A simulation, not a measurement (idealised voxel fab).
The process module presented herein is designated voxel gate over fins.
Square cells of 5 nm make up the cross-section cut, whose width is 280 nm.
Reading order for cross-sections: top band down to bottom band. Underlying form: a grid of square cells. Band size: one or more rows of cells.
This entry defines a band. It first specifies the height of the band's top and the height of its bottom in nm, and then specifies the band's materials from left to right, stating each material with its width in nm. The word "all across" identifies a single material that fills the band from edge to edge, while the word "air" identifies empty space.
Heights are expressed relative to 0, this being the level below which the as-received wafer comprises one material exclusively. The lowest band is unbounded in the downward direction and is denoted as in "0 nm and below".
You'd read "30->40" like this: the band's top row of cells is as wide as the first number, its bottom row is as wide as the second, and going down, every row changes width by the same amount as the row before did.
"remains unaltered" for a step: no cell of the cross-section changed in that step.
Closed empty spaces (no open way to the top) of 8 cells or more are what "Non-vented voids" lists, each as width x height at distance from the left edge, nm for all three.
Anything after a step's settings on that line? It's the simulator's own note about the step.
A step's line can hold "overlay nm"; with a mask on that step, the setting says how far right of the planned place the mask lay, while a negative setting says it lay to the left.
Pairs follow: section before one process step, section after it down to the lowest changed band, step with settings underneath. Pairs may come from different runs of this module on the same starting wafer; continuity with the pair above only as stated in the "Prior to step" entry.
Prior to step:
> 0 nm and below  Si all across
> Non-vented voids: none
Sectional View, Post-Process:
> 10 nm to 0 nm  SiN all across
> Heights below 0 show no change.
> Non-vented voids: none
Going from one cross-section above to the next, the wafer undergoes CONFORMAL_DEP [material SiN] [thk nm 10]
Prior to step: look at the pair above, its after cross-section is where this step starts.
Sectional View, Post-Process:
> 10 nm to 0 nm  50 nm air  15 nm SiN  40 nm air  15 nm SiN  40 nm air  15 nm SiN  40 nm air  15 nm SiN  50 nm air
> Heights below 0 show no change.
> Non-vented voids: none
Going from one cross-section above to the next, the wafer undergoes MASKED_ETCH [tone cover] [mask id FINS] [width nm 15] [pitch nm 55] [etch materials SiN] [depth nm 10] [overlay nm 0]
Prior to step: look at the pair above, its after cross-section is where this step starts.
Sectional View, Post-Process:
> 10 nm to 0 nm  50 nm air  15 nm SiN  40 nm air  15 nm SiN  40 nm air  15 nm SiN  40 nm air  15 nm SiN  50 nm air
> 0 nm to -30 nm  50 nm air  15 nm Si  40 nm air  15 nm Si  40 nm air  15 nm Si  40 nm air  15 nm Si  50 nm air
> Heights below -30 show no change.
> Non-vented voids: none
Going from one cross-section above to the next, the wafer undergoes MASKED_ETCH [tone cover] [mask id FINS] [width nm 15] [pitch nm 55] [etch materials Si] [depth nm 30] [overlay nm 0]
Prior to step: look at the pair above, its after cross-section is where this step starts.
Sectional View, Post-Process:
> 10 nm to 0 nm  50 nm air  15 nm SiN  40 nm air  15 nm SiN  40 nm air  15 nm SiN  40 nm air  15 nm SiN  50 nm air
> 0 nm to -30 nm  50 nm air  5 nm SiO2  5 nm Si  5 nm SiO2  40 nm air  5 nm SiO2  5 nm Si  5 nm SiO2  40 nm air  5 nm SiO2  5 nm Si  5 nm SiO2  40 nm air  5 nm SiO2  5 nm Si  5 nm SiO2  50 nm air
> -30 nm to -35 nm  55 nm SiO2  5 nm Si  50 nm SiO2  5 nm Si  50 nm SiO2  5 nm Si  50 nm SiO2  5 nm Si  55 nm SiO2
> Heights below -35 show no change.
> Non-vented voids: none
Going from one cross-section above to the next, the wafer undergoes OXIDIZE [depth nm 5]
Prior to step: look at the pair above, its after cross-section is where this step starts.
Sectional View, Post-Process:
> 15 nm to 10 nm  SiO2 all across
> 10 nm to 0 nm  50 nm SiO2  15 nm SiN  40 nm SiO2  15 nm SiN  40 nm SiO2  15 nm SiN  40 nm SiO2  15 nm SiN  50 nm SiO2
> 0 nm to -35 nm  55 nm SiO2  5 nm Si  50 nm SiO2  5 nm Si  50 nm SiO2  5 nm Si  50 nm SiO2  5 nm Si  55 nm SiO2
> Heights below -35 show no change.
> Non-vented voids: none
Going from one cross-section above to the next, the wafer undergoes FILL_DEP [material SiO2] [thk nm 5]
Prior to step: look at the pair above, its after cross-section is where this step starts.
Sectional View, Post-Process:
> 10 nm to 0 nm  50 nm SiO2  15 nm SiN  40 nm SiO2  15 nm SiN  40 nm SiO2  15 nm SiN  40 nm SiO2  15 nm SiN  50 nm SiO2
> Heights below 0 show no change.
> Non-vented voids: none
Going from one cross-section above to the next, the wafer undergoes CMP [height nm 10]
Prior to step: look at the pair above, its after cross-section is where this step starts.
Sectional View, Post-Process:
> 25 nm to 10 nm  75 nm resist  15 nm air  190 nm resist
> Heights below 10 show no change.
> Non-vented voids: none
Going from one cross-section above to the next, the wafer undergoes PATTERN [tone open] [mask id RAIL] [material resist] [width nm 15] [thk nm 15] [overlay nm 0]
Prior to step: look at the pair above, its after cross-section is where this step starts.
Sectional View, Post-Process:
> 25 nm to 10 nm  75 nm resist  15 nm air  190 nm resist
> 10 nm to 0 nm  50 nm SiO2  15 nm SiN  10 nm SiO2  15 nm air  15 nm SiO2  15 nm SiN  40 nm SiO2  15 nm SiN  40 nm SiO2  15 nm SiN  50 nm SiO2
> 0 nm to -25 nm  55 nm SiO2  5 nm Si  15 nm SiO2  15 nm air  20 nm SiO2  5 nm Si  50 nm SiO2  5 nm Si  50 nm SiO2  5 nm Si  55 nm SiO2
> Heights below -25 show no change.
> Non-vented voids: none
Going from one cross-section above to the next, the wafer undergoes DIRECTIONAL_ETCH [etch materials SiO2] [depth nm 35]
Prior to step: look at the pair above, its after cross-section is where this step starts.
Sectional View, Post-Process:
> 10 nm to 0 nm  50 nm SiO2  15 nm SiN  10 nm SiO2  15 nm air  15 nm SiO2  15 nm SiN  40 nm SiO2  15 nm SiN  40 nm SiO2  15 nm SiN  50 nm SiO2
> Heights below 0 show no change.
> Non-vented voids: none
Going from one cross-section above to the next, the wafer undergoes STRIP [etch materials resist]
Prior to step: look at the pair above, its after cross-section is where this step starts.
Sectional View, Post-Process:
> 15 nm to 10 nm  80 nm TiN  5 nm air  195 nm TiN
> 10 nm to 0 nm  50 nm SiO2  15 nm SiN  10 nm SiO2  5 nm TiN  5 nm air  5 nm TiN  15 nm SiO2  15 nm SiN  40 nm SiO2  15 nm SiN  40 nm SiO2  15 nm SiN  50 nm SiO2
> 0 nm to -20 nm  55 nm SiO2  5 nm Si  15 nm SiO2  5 nm TiN  5 nm air  5 nm TiN  20 nm SiO2  5 nm Si  50 nm SiO2  5 nm Si  50 nm SiO2  5 nm Si  55 nm SiO2
> -20 nm to -25 nm  55 nm SiO2  5 nm Si  15 nm SiO2  15 nm TiN  20 nm SiO2  5 nm Si  50 nm SiO2  5 nm Si  50 nm SiO2  5 nm Si  55 nm SiO2
> Heights below -25 show no change.
> Non-vented voids: none
Going from one cross-section above to the next, the wafer undergoes CONFORMAL_DEP [material TiN] [thk nm 5]
Prior to step: look at the pair above, its after cross-section is where this step starts.
Sectional View, Post-Process:
> 25 nm to 15 nm  Ru all across
> 15 nm to 10 nm  80 nm TiN  5 nm Ru  195 nm TiN
> 10 nm to 0 nm  50 nm SiO2  15 nm SiN  10 nm SiO2  5 nm TiN  5 nm Ru  5 nm TiN  15 nm SiO2  15 nm SiN  40 nm SiO2  15 nm SiN  40 nm SiO2  15 nm SiN  50 nm SiO2
> 0 nm to -20 nm  55 nm SiO2  5 nm Si  15 nm SiO2  5 nm TiN  5 nm Ru  5 nm TiN  20 nm SiO2  5 nm Si  50 nm SiO2  5 nm Si  50 nm SiO2  5 nm Si  55 nm SiO2
> Heights below -20 show no change.
> Non-vented voids: none
Going from one cross-section above to the next, the wafer undergoes FILL_DEP [material Ru] [thk nm 10]
Prior to step: look at the pair above, its after cross-section is where this step starts.
Sectional View, Post-Process:
> 10 nm to 0 nm  50 nm SiO2  15 nm SiN  10 nm SiO2  5 nm TiN  5 nm Ru  5 nm TiN  15 nm SiO2  15 nm SiN  40 nm SiO2  15 nm SiN  40 nm SiO2  15 nm SiN  50 nm SiO2
> Heights below 0 show no change.
> Non-vented voids: none
Going from one cross-section above to the next, the wafer undergoes CMP [height nm 10]
Prior to step: look at the pair above, its after cross-section is where this step starts.
Sectional View, Post-Process:
> 10 nm to 0 nm  50 nm SiO2  15 nm SiN  10 nm SiO2  15 nm air  15 nm SiO2  15 nm SiN  40 nm SiO2  15 nm SiN  40 nm SiO2  15 nm SiN  50 nm SiO2
> 0 nm to -15 nm  55 nm SiO2  5 nm Si  15 nm SiO2  15 nm air  20 nm SiO2  5 nm Si  50 nm SiO2  5 nm Si  50 nm SiO2  5 nm Si  55 nm SiO2
> Heights below -15 show no change.
> Non-vented voids: none
Going from one cross-section above to the next, the wafer undergoes SELECTIVE_ETCH [etch materials W Ru TiN] [depth nm 25]
Prior to step: look at the pair above, its after cross-section is where this step starts.
Sectional View, Post-Process:
> 15 nm to 10 nm  SiO2 all across
> 10 nm to 0 nm  50 nm SiO2  15 nm SiN  40 nm SiO2  15 nm SiN  40 nm SiO2  15 nm SiN  40 nm SiO2  15 nm SiN  50 nm SiO2
> 0 nm to -15 nm  55 nm SiO2  5 nm Si  50 nm SiO2  5 nm Si  50 nm SiO2  5 nm Si  50 nm SiO2  5 nm Si  55 nm SiO2
> Heights below -15 show no change.
> Non-vented voids: none
Going from one cross-section above to the next, the wafer undergoes FILL_DEP [material SiO2] [thk nm 5]
Prior to step: look at the pair above, its after cross-section is where this step starts.
Sectional View, Post-Process:
> 10 nm to 0 nm  50 nm SiO2  15 nm SiN  40 nm SiO2  15 nm SiN  40 nm SiO2  15 nm SiN  40 nm SiO2  15 nm SiN  50 nm SiO2
> Heights below 0 show no change.
> Non-vented voids: none
Going from one cross-section above to the next, the wafer undergoes CMP [height nm 10]
Prior to step: look at the pair above, its after cross-section is where this step starts.
Sectional View, Post-Process:
> 10 nm to 0 nm  50 nm air  15 nm SiN  40 nm air  15 nm SiN  40 nm air  15 nm SiN  40 nm air  15 nm SiN  50 nm air
> 0 nm to -10 nm  55 nm air  5 nm Si  50 nm air  5 nm Si  50 nm air  5 nm Si  50 nm air  5 nm Si  55 nm air
> Heights below -10 show no change.
> Non-vented voids: none
Going from one cross-section above to the next, the wafer undergoes SELECTIVE_ETCH [etch materials SiO2] [depth nm 20]
Prior to step: look at the pair above, its after cross-section is where this step starts.
Sectional View, Post-Process:
> 0 nm to -10 nm  55 nm air  5 nm Si  50 nm air  5 nm Si  50 nm air  5 nm Si  50 nm air  5 nm Si  55 nm air
> Heights below -10 show no change.
> Non-vented voids: none
Going from one cross-section above to the next, the wafer undergoes STRIP [etch materials SiN]
Prior to step: look at the pair above, its after cross-section is where this step starts.
Sectional View, Post-Process:
> 5 nm to 0 nm  50 nm air  15 nm HfO2  40 nm air  15 nm HfO2  40 nm air  15 nm HfO2  40 nm air  15 nm HfO2  50 nm air
> 0 nm to -5 nm  50 nm air  5 nm HfO2  5 nm Si  5 nm HfO2  40 nm air  5 nm HfO2  5 nm Si  5 nm HfO2  40 nm air  5 nm HfO2  5 nm Si  5 nm HfO2  40 nm air  5 nm HfO2  5 nm Si  5 nm HfO2  50 nm air
> -5 nm to -10 nm  55 nm HfO2  5 nm Si  50 nm HfO2  5 nm Si  50 nm HfO2  5 nm Si  50 nm HfO2  5 nm Si  55 nm HfO2
> Heights below -10 show no change.
> Non-vented voids: none
Going from one cross-section above to the next, the wafer undergoes CONFORMAL_DEP [material HfO2] [thk nm 5]
Prior to step: look at the pair above, its after cross-section is where this step starts.
Sectional View, Post-Process:
> 10 nm to 5 nm  45 nm air  25 nm TiN  30 nm air  25 nm TiN  30 nm air  25 nm TiN  30 nm air  25 nm TiN  45 nm air
> 5 nm to 0 nm  45 nm air  5 nm TiN  15 nm HfO2  5 nm TiN  30 nm air  5 nm TiN  15 nm HfO2  5 nm TiN  30 nm air  5 nm TiN  15 nm HfO2  5 nm TiN  30 nm air  5 nm TiN  15 nm HfO2  5 nm TiN  45 nm air
> 0 nm to -5 nm  50 nm TiN  5 nm HfO2  5 nm Si  5 nm HfO2  40 nm TiN  5 nm HfO2  5 nm Si  5 nm HfO2  40 nm TiN  5 nm HfO2  5 nm Si  5 nm HfO2  40 nm TiN  5 nm HfO2  5 nm Si  5 nm HfO2  50 nm TiN
> Heights below -5 show no change.
> Non-vented voids: none
Going from one cross-section above to the next, the wafer undergoes CONFORMAL_DEP [material TiN] [thk nm 5]
Prior to step: look at the pair above, its after cross-section is where this step starts.
Sectional View, Post-Process:
> 20 nm to 10 nm  W all across
> 10 nm to 5 nm  45 nm W  25 nm TiN  30 nm W  25 nm TiN  30 nm W  25 nm TiN  30 nm W  25 nm TiN  45 nm W
> 5 nm to 0 nm  45 nm W  5 nm TiN  15 nm HfO2  5 nm TiN  30 nm W  5 nm TiN  15 nm HfO2  5 nm TiN  30 nm W  5 nm TiN  15 nm HfO2  5 nm TiN  30 nm W  5 nm TiN  15 nm HfO2  5 nm TiN  45 nm W
> Heights below 0 show no change.
> Non-vented voids: none
Going from one cross-section above to the next, the wafer undergoes FILL_DEP [material W] [thk nm 10]
Prior to step: look at the pair above, its after cross-section is where this step starts.
Sectional View, Post-Process:
> 15 nm to 10 nm  W all across
> Heights below 10 show no change.
> Non-vented voids: none
Going from one cross-section above to the next, the wafer undergoes CMP [height nm 15]
Prior to step: look at the pair above, its after cross-section is where this step starts.
Sectional View, Post-Process:
> 20 nm to 15 nm  SiN all across
> Heights below 15 show no change.
> Non-vented voids: none
Going from one cross-section above to the next, the wafer undergoes CONFORMAL_DEP [material SiN] [thk nm 5]
Prior to step:
> 0 nm to -10 nm  55 nm air  5 nm Si  50 nm air  5 nm Si  50 nm air  5 nm Si  50 nm air  5 nm Si  55 nm air
> -10 nm to -15 nm  55 nm SiO2  5 nm Si  50 nm SiO2  5 nm Si  50 nm SiO2  5 nm Si  50 nm SiO2  5 nm Si  55 nm SiO2
> -15 nm to -20 nm  55 nm SiO2  5 nm Si  15 nm SiO2  5 nm TiN  5 nm Ru  5 nm TiN  20 nm SiO2  5 nm Si  50 nm SiO2  5 nm Si  50 nm SiO2  5 nm Si  55 nm SiO2
> -20 nm to -25 nm  55 nm SiO2  5 nm Si  15 nm SiO2  15 nm TiN  20 nm SiO2  5 nm Si  50 nm SiO2  5 nm Si  50 nm SiO2  5 nm Si  55 nm SiO2
> -25 nm to -35 nm  55 nm SiO2  5 nm Si  50 nm SiO2  5 nm Si  50 nm SiO2  5 nm Si  50 nm SiO2  5 nm Si  55 nm SiO2
> -35 nm and below  Si all across
> Non-vented voids: none
Sectional View, Post-Process:
> 5 nm to 0 nm  50 nm air  15 nm TiN  40 nm air  15 nm TiN  40 nm air  15 nm TiN  40 nm air  15 nm TiN  50 nm air
> 0 nm to -5 nm  50 nm air  5 nm TiN  5 nm Si  5 nm TiN  40 nm air  5 nm TiN  5 nm Si  5 nm TiN  40 nm air  5 nm TiN  5 nm Si  5 nm TiN  40 nm air  5 nm TiN  5 nm Si  5 nm TiN  50 nm air
> -5 nm to -10 nm  55 nm TiN  5 nm Si  50 nm TiN  5 nm Si  50 nm TiN  5 nm Si  50 nm TiN  5 nm Si  55 nm TiN
> Heights below -10 show no change.
> Non-vented voids: none
Going from one cross-section above to the next, the wafer undergoes CONFORMAL_DEP [material TiN] [thk nm 5]
Prior to step: look at the pair above, its after cross-section is where this step starts.
Sectional View, Post-Process:
> 15 nm to 5 nm  W all across
> 5 nm to 0 nm  50 nm W  15 nm TiN  40 nm W  15 nm TiN  40 nm W  15 nm TiN  40 nm W  15 nm TiN  50 nm W
> 0 nm to -5 nm  50 nm W  5 nm TiN  5 nm Si  5 nm TiN  40 nm W  5 nm TiN  5 nm Si  5 nm TiN  40 nm W  5 nm TiN  5 nm Si  5 nm TiN  40 nm W  5 nm TiN  5 nm Si  5 nm TiN  50 nm W
> Heights below -5 show no change.
> Non-vented voids: none
Going from one cross-section above to the next, the wafer undergoes FILL_DEP [material W] [thk nm 10]
Prior to step: look at the pair above, its after cross-section is where this step starts.
Sectional View, Post-Process:
> 20 nm to 15 nm  SiN all across
> Heights below 15 show no change.
> Non-vented voids: none
Going from one cross-section above to the next, the wafer undergoes CONFORMAL_DEP [material SiN] [thk nm 5]
Prior to step:
> 10 nm to 0 nm  50 nm air  15 nm SiN  40 nm air  15 nm SiN  40 nm air  15 nm SiN  40 nm air  15 nm SiN  50 nm air
> 0 nm to -30 nm  50 nm air  15 nm Si  40 nm air  15 nm Si  40 nm air  15 nm Si  40 nm air  15 nm Si  50 nm air
> -30 nm and below  Si all across
> Non-vented voids: none
Sectional View, Post-Process:
> 10 nm to 0 nm  50 nm air  15 nm SiN  40 nm air  15 nm SiN  40 nm air  15 nm SiN  40 nm air  15 nm SiN  50 nm air
> 0 nm to -60 nm  50 nm air  15 nm Si  40 nm air  15 nm Si  40 nm air  15 nm Si  40 nm air  15 nm Si  50 nm air
> Heights below -60 show no change.
> Non-vented voids: none
Going from one cross-section above to the next, the wafer undergoes MASKED_ETCH [tone cover] [mask id FINS] [width nm 15] [pitch nm 55] [etch materials Si] [depth nm 30] [overlay nm 0]
Prior to step: look at the pair above, its after cross-section is where this step starts.
Sectional View, Post-Process:
> 10 nm to 0 nm  50 nm air  15 nm SiN  40 nm air  15 nm SiN  40 nm air  15 nm SiN  40 nm air  15 nm SiN  50 nm air
> 0 nm to -60 nm  50 nm air  5 nm SiO2  5 nm Si  5 nm SiO2  40 nm air  5 nm SiO2  5 nm Si  5 nm SiO2  40 nm air  5 nm SiO2  5 nm Si  5 nm SiO2  40 nm air  5 nm SiO2  5 nm Si  5 nm SiO2  50 nm air
> -60 nm to -65 nm  55 nm SiO2  5 nm Si  50 nm SiO2  5 nm Si  50 nm SiO2  5 nm Si  50 nm SiO2  5 nm Si  55 nm SiO2
> Heights below -65 show no change.
> Non-vented voids: none
Going from one cross-section above to the next, the wafer undergoes OXIDIZE [depth nm 5]
Prior to step: look at the pair above, its after cross-section is where this step starts.
Sectional View, Post-Process:
> 15 nm to 10 nm  SiO2 all across
> 10 nm to 0 nm  50 nm SiO2  15 nm SiN  40 nm SiO2  15 nm SiN  40 nm SiO2  15 nm SiN  40 nm SiO2  15 nm SiN  50 nm SiO2
> 0 nm to -65 nm  55 nm SiO2  5 nm Si  50 nm SiO2  5 nm Si  50 nm SiO2  5 nm Si  50 nm SiO2  5 nm Si  55 nm SiO2
> Heights below -65 show no change.
> Non-vented voids: none
Going from one cross-section above to the next, the wafer undergoes FILL_DEP [material SiO2] [thk nm 5]
Prior to step: look at the pair above, its after cross-section is where this step starts.
Sectional View, Post-Process:
> 10 nm to 0 nm  50 nm SiO2  15 nm SiN  40 nm SiO2  15 nm SiN  40 nm SiO2  15 nm SiN  40 nm SiO2  15 nm SiN  50 nm SiO2
> Heights below 0 show no change.
> Non-vented voids: none
Going from one cross-section above to the next, the wafer undergoes CMP [height nm 10]
Prior to step: look at the pair above, its after cross-section is where this step starts.
Sectional View, Post-Process:
> 25 nm to 10 nm  75 nm resist  15 nm air  190 nm resist
> Heights below 10 show no change.
> Non-vented voids: none
Going from one cross-section above to the next, the wafer undergoes PATTERN [tone open] [mask id RAIL] [material resist] [width nm 15] [thk nm 15] [overlay nm 0]
Prior to step: look at the pair above, its after cross-section is where this step starts.
Sectional View, Post-Process:
> 25 nm to 10 nm  75 nm resist  15 nm air  190 nm resist
> 10 nm to 0 nm  50 nm SiO2  15 nm SiN  10 nm SiO2  15 nm air  15 nm SiO2  15 nm SiN  40 nm SiO2  15 nm SiN  40 nm SiO2  15 nm SiN  50 nm SiO2
> 0 nm to -25 nm  55 nm SiO2  5 nm Si  15 nm SiO2  15 nm air  20 nm SiO2  5 nm Si  50 nm SiO2  5 nm Si  50 nm SiO2  5 nm Si  55 nm SiO2
> Heights below -25 show no change.
> Non-vented voids: none
Going from one cross-section above to the next, the wafer undergoes DIRECTIONAL_ETCH [etch materials SiO2] [depth nm 35]
Prior to step: look at the pair above, its after cross-section is where this step starts.
Sectional View, Post-Process:
> 10 nm to 0 nm  50 nm SiO2  15 nm SiN  10 nm SiO2  15 nm air  15 nm SiO2  15 nm SiN  40 nm SiO2  15 nm SiN  40 nm SiO2  15 nm SiN  50 nm SiO2
> Heights below 0 show no change.
> Non-vented voids: none
Going from one cross-section above to the next, the wafer undergoes STRIP [etch materials resist]
Prior to step: look at the pair above, its after cross-section is where this step starts.
Sectional View, Post-Process:
> 15 nm to 10 nm  80 nm TiN  5 nm air  195 nm TiN
> 10 nm to 0 nm  50 nm SiO2  15 nm SiN  10 nm SiO2  5 nm TiN  5 nm air  5 nm TiN  15 nm SiO2  15 nm SiN  40 nm SiO2  15 nm SiN  40 nm SiO2  15 nm SiN  50 nm SiO2
> 0 nm to -20 nm  55 nm SiO2  5 nm Si  15 nm SiO2  5 nm TiN  5 nm air  5 nm TiN  20 nm SiO2  5 nm Si  50 nm SiO2  5 nm Si  50 nm SiO2  5 nm Si  55 nm SiO2
> -20 nm to -25 nm  55 nm SiO2  5 nm Si  15 nm SiO2  15 nm TiN  20 nm SiO2  5 nm Si  50 nm SiO2  5 nm Si  50 nm SiO2  5 nm Si  55 nm SiO2
> Heights below -25 show no change.
> Non-vented voids: none
Going from one cross-section above to the next, the wafer undergoes CONFORMAL_DEP [material TiN] [thk nm 5]
Prior to step: look at the pair above, its after cross-section is where this step starts.
Sectional View, Post-Process:
> 25 nm to 15 nm  Ru all across
> 15 nm to 10 nm  80 nm TiN  5 nm Ru  195 nm TiN
> 10 nm to 0 nm  50 nm SiO2  15 nm SiN  10 nm SiO2  5 nm TiN  5 nm Ru  5 nm TiN  15 nm SiO2  15 nm SiN  40 nm SiO2  15 nm SiN  40 nm SiO2  15 nm SiN  50 nm SiO2
> 0 nm to -20 nm  55 nm SiO2  5 nm Si  15 nm SiO2  5 nm TiN  5 nm Ru  5 nm TiN  20 nm SiO2  5 nm Si  50 nm SiO2  5 nm Si  50 nm SiO2  5 nm Si  55 nm SiO2
> Heights below -20 show no change.
> Non-vented voids: none
Going from one cross-section above to the next, the wafer undergoes FILL_DEP [material Ru] [thk nm 10]
Prior to step: look at the pair above, its after cross-section is where this step starts.
Sectional View, Post-Process:
> 10 nm to 0 nm  50 nm SiO2  15 nm SiN  10 nm SiO2  5 nm TiN  5 nm Ru  5 nm TiN  15 nm SiO2  15 nm SiN  40 nm SiO2  15 nm SiN  40 nm SiO2  15 nm SiN  50 nm SiO2
> Heights below 0 show no change.
> Non-vented voids: none
Going from one cross-section above to the next, the wafer undergoes CMP [height nm 10]
Prior to step: look at the pair above, its after cross-section is where this step starts.
Sectional View, Post-Process:
> 10 nm to 0 nm  50 nm SiO2  15 nm SiN  10 nm SiO2  15 nm air  15 nm SiO2  15 nm SiN  40 nm SiO2  15 nm SiN  40 nm SiO2  15 nm SiN  50 nm SiO2
> 0 nm to -15 nm  55 nm SiO2  5 nm Si  15 nm SiO2  15 nm air  20 nm SiO2  5 nm Si  50 nm SiO2  5 nm Si  50 nm SiO2  5 nm Si  55 nm SiO2
> Heights below -15 show no change.
> Non-vented voids: none
Going from one cross-section above to the next, the wafer undergoes SELECTIVE_ETCH [etch materials W Ru TiN] [depth nm 25]
Prior to step: look at the pair above, its after cross-section is where this step starts.
Sectional View, Post-Process:
> 15 nm to 10 nm  SiO2 all across
> 10 nm to 0 nm  50 nm SiO2  15 nm SiN  40 nm SiO2  15 nm SiN  40 nm SiO2  15 nm SiN  40 nm SiO2  15 nm SiN  50 nm SiO2
> 0 nm to -15 nm  55 nm SiO2  5 nm Si  50 nm SiO2  5 nm Si  50 nm SiO2  5 nm Si  50 nm SiO2  5 nm Si  55 nm SiO2
> Heights below -15 show no change.
> Non-vented voids: none
Going from one cross-section above to the next, the wafer undergoes FILL_DEP [material SiO2] [thk nm 5]
Prior to step: look at the pair above, its after cross-section is where this step starts.
Sectional View, Post-Process:
> 10 nm to 0 nm  50 nm SiO2  15 nm SiN  40 nm SiO2  15 nm SiN  40 nm SiO2  15 nm SiN  40 nm SiO2  15 nm SiN  50 nm SiO2
> Heights below 0 show no change.
> Non-vented voids: none
Going from one cross-section above to the next, the wafer undergoes CMP [height nm 10]
Prior to step: look at the pair above, its after cross-section is where this step starts.
Sectional View, Post-Process:
> 10 nm to 0 nm  50 nm air  15 nm SiN  40 nm air  15 nm SiN  40 nm air  15 nm SiN  40 nm air  15 nm SiN  50 nm air
> 0 nm to -10 nm  55 nm air  5 nm Si  50 nm air  5 nm Si  50 nm air  5 nm Si  50 nm air  5 nm Si  55 nm air
> Heights below -10 show no change.
> Non-vented voids: none
Going from one cross-section above to the next, the wafer undergoes SELECTIVE_ETCH [etch materials SiO2] [depth nm 20]
Prior to step: look at the pair above, its after cross-section is where this step starts.
Sectional View, Post-Process:
> 0 nm to -10 nm  55 nm air  5 nm Si  50 nm air  5 nm Si  50 nm air  5 nm Si  50 nm air  5 nm Si  55 nm air
> Heights below -10 show no change.
> Non-vented voids: none
Going from one cross-section above to the next, the wafer undergoes STRIP [etch materials SiN]
Prior to step: look at the pair above, its after cross-section is where this step starts.
Sectional View, Post-Process:
> 5 nm to 0 nm  50 nm air  15 nm HfO2  40 nm air  15 nm HfO2  40 nm air  15 nm HfO2  40 nm air  15 nm HfO2  50 nm air
> 0 nm to -5 nm  50 nm air  5 nm HfO2  5 nm Si  5 nm HfO2  40 nm air  5 nm HfO2  5 nm Si  5 nm HfO2  40 nm air  5 nm HfO2  5 nm Si  5 nm HfO2  40 nm air  5 nm HfO2  5 nm Si  5 nm HfO2  50 nm air
> -5 nm to -10 nm  55 nm HfO2  5 nm Si  50 nm HfO2  5 nm Si  50 nm HfO2  5 nm Si  50 nm HfO2  5 nm Si  55 nm HfO2
> Heights below -10 show no change.
> Non-vented voids: none
Going from one cross-section above to the next, the wafer undergoes CONFORMAL_DEP [material HfO2] [thk nm 5]
Prior to step: look at the pair above, its after cross-section is where this step starts.
Sectional View, Post-Process:
> 10 nm to 5 nm  45 nm air  25 nm TiN  30 nm air  25 nm TiN  30 nm air  25 nm TiN  30 nm air  25 nm TiN  45 nm air
> 5 nm to 0 nm  45 nm air  5 nm TiN  15 nm HfO2  5 nm TiN  30 nm air  5 nm TiN  15 nm HfO2  5 nm TiN  30 nm air  5 nm TiN  15 nm HfO2  5 nm TiN  30 nm air  5 nm TiN  15 nm HfO2  5 nm TiN  45 nm air
> 0 nm to -5 nm  50 nm TiN  5 nm HfO2  5 nm Si  5 nm HfO2  40 nm TiN  5 nm HfO2  5 nm Si  5 nm HfO2  40 nm TiN  5 nm HfO2  5 nm Si  5 nm HfO2  40 nm TiN  5 nm HfO2  5 nm Si  5 nm HfO2  50 nm TiN
> Heights below -5 show no change.
> Non-vented voids: none
Going from one cross-section above to the next, the wafer undergoes CONFORMAL_DEP [material TiN] [thk nm 5]
Prior to step: look at the pair above, its after cross-section is where this step starts.
Sectional View, Post-Process:
> 20 nm to 10 nm  W all across
> 10 nm to 5 nm  45 nm W  25 nm TiN  30 nm W  25 nm TiN  30 nm W  25 nm TiN  30 nm W  25 nm TiN  45 nm W
> 5 nm to 0 nm  45 nm W  5 nm TiN  15 nm HfO2  5 nm TiN  30 nm W  5 nm TiN  15 nm HfO2  5 nm TiN  30 nm W  5 nm TiN  15 nm HfO2  5 nm TiN  30 nm W  5 nm TiN  15 nm HfO2  5 nm TiN  45 nm W
> Heights below 0 show no change.
> Non-vented voids: none
Going from one cross-section above to the next, the wafer undergoes FILL_DEP [material W] [thk nm 10]
Prior to step: look at the pair above, its after cross-section is where this step starts.
Sectional View, Post-Process:
> 15 nm to 10 nm  W all across
> Heights below 10 show no change.
> Non-vented voids: none
Going from one cross-section above to the next, the wafer undergoes CMP [height nm 15]
Prior to step: look at the pair above, its after cross-section is where this step starts.
Sectional View, Post-Process:
> 20 nm to 15 nm  SiN all across
> Heights below 15 show no change.
> Non-vented voids: none
Going from one cross-section above to the next, the wafer undergoes CONFORMAL_DEP [material SiN] [thk nm 5]
Prior to step:
> 10 nm to 0 nm  50 nm SiO2  15 nm SiN  40 nm SiO2  15 nm SiN  40 nm SiO2  15 nm SiN  40 nm SiO2  15 nm SiN  50 nm SiO2
> 0 nm to -15 nm  55 nm SiO2  5 nm Si  50 nm SiO2  5 nm Si  50 nm SiO2  5 nm Si  50 nm SiO2  5 nm Si  55 nm SiO2
> -15 nm to -20 nm  55 nm SiO2  5 nm Si  15 nm SiO2  5 nm TiN  5 nm Ru  5 nm TiN  20 nm SiO2  5 nm Si  50 nm SiO2  5 nm Si  50 nm SiO2  5 nm Si  55 nm SiO2
> -20 nm to -25 nm  55 nm SiO2  5 nm Si  15 nm SiO2  15 nm TiN  20 nm SiO2  5 nm Si  50 nm SiO2  5 nm Si  50 nm SiO2  5 nm Si  55 nm SiO2
> -25 nm to -35 nm  55 nm SiO2  5 nm Si  50 nm SiO2  5 nm Si  50 nm SiO2  5 nm Si  50 nm SiO2  5 nm Si  55 nm SiO2
> -35 nm and below  Si all across
> Non-vented voids: none
Sectional View, Post-Process:
> 10 nm to 0 nm  50 nm SiO2  15 nm air  40 nm SiO2  15 nm air  40 nm SiO2  15 nm air  40 nm SiO2  15 nm air  50 nm SiO2
> Heights below 0 show no change.
> Non-vented voids: none
Going from one cross-section above to the next, the wafer undergoes STRIP [etch materials SiN]
Prior to step: look at the pair above, its after cross-section is where this step starts.
Sectional View, Post-Process:
> 0 nm to -10 nm  55 nm air  5 nm Si  50 nm air  5 nm Si  50 nm air  5 nm Si  50 nm air  5 nm Si  55 nm air
> -10 nm to -15 nm  30 nm SiO2  25 nm air  5 nm Si  50 nm air  5 nm Si  50 nm air  5 nm Si  50 nm air  5 nm Si  25 nm air  30 nm SiO2
> -15 nm to -20 nm  30 nm SiO2  25 nm air  5 nm Si  15 nm air  5 nm TiN  5 nm Ru  5 nm TiN  20 nm air  5 nm Si  50 nm air  5 nm Si  50 nm air  5 nm Si  25 nm air  30 nm SiO2
> Heights below -20 show no change.
> Non-vented voids: none
Going from one cross-section above to the next, the wafer undergoes SELECTIVE_ETCH [etch materials SiO2] [depth nm 20]
